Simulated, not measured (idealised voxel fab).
Process module heading - voxel released beams
Cross-section cut spans 180 nm and uses square cells 5 nm in size.
If you're reading a cross-section in this doc, picture square cells in a grid; it comes to you as bands, top ones listed first down to the bottom, and a band can be one or more rows of cells. Look at the band entry: it leads with the top's height and the bottom's height in nm. Then it lists the materials left to right, with a width in nm for each. The word "edge to edge" on a single material says that material fills the band edge to edge. The word "air" is empty space. A quick word on heights: they are counted from 0, and under that level the wafer as it came to us is one material throughout. The lowest band is different from the rest in having no bottom; it simply continues downward, written as in "top 0, no bottom". Note: "30->40" means the width goes from the first number (top row of the band) to the second number (bottom row) in equal steps per row of cells. When a step is marked "no change", none of the cells in the cross-section changed during that step. Basically, "Sealed-off cavities" tells you about the enclosed voids: empty spaces with no open way to the top, 8 cells or bigger, each written width x height at distance, where distance is from the left edge, all in nm. Heads up: the bit after the settings on a step's line is the simulator's remark on that step. "overlay nm", when on a step's line for a step with a mask, measures how far to the right of its planned place the mask lay; a negative measure means to the left.

Intended process steps:
1) RECEIVE with material Si
2) CONFORMAL_DEP with material SiN, thk nm 10
3) DIRECTIONAL_DEP with material SiO2, thk nm 15
4) PATTERN with tone open, mask id ANCHOR, material resist, width nm 35, thk nm 20, overlay nm 0
5) DIRECTIONAL_ETCH with etch materials SiO2, depth nm 15
6) STRIP with etch materials resist
7) CONFORMAL_DEP with material polySi, thk nm 10
8) PATTERN with tone cover, mask id BEAM, material resist, width nm 110, thk nm 15, overlay nm 0
9) DIRECTIONAL_ETCH with etch materials polySi, depth nm 10
10) STRIP with etch materials resist
11) STRIP with etch materials SiO2

Here's what the wafer looked like in cross-section when it arrived - that's after step 1:
> top 0, no bottom = Si edge to edge
> Sealed-off cavities: none

What the wafer looks like in cross-section after this module, when it starts as shown above and follows the plan above but one mistake is made in running it:
> top 35, bottom 25 = air (30) / polySi (110) / air (40)
> top 25, bottom 10 = polySi edge to edge
> top 10, bottom 0 = SiN edge to edge
> top 0, no bottom = Si edge to edge
> Sealed-off cavities: none
Plan not followed: step 3: run off-plan, actual operation and settings DIRECTIONAL_DEP with material polySi, thk nm 15
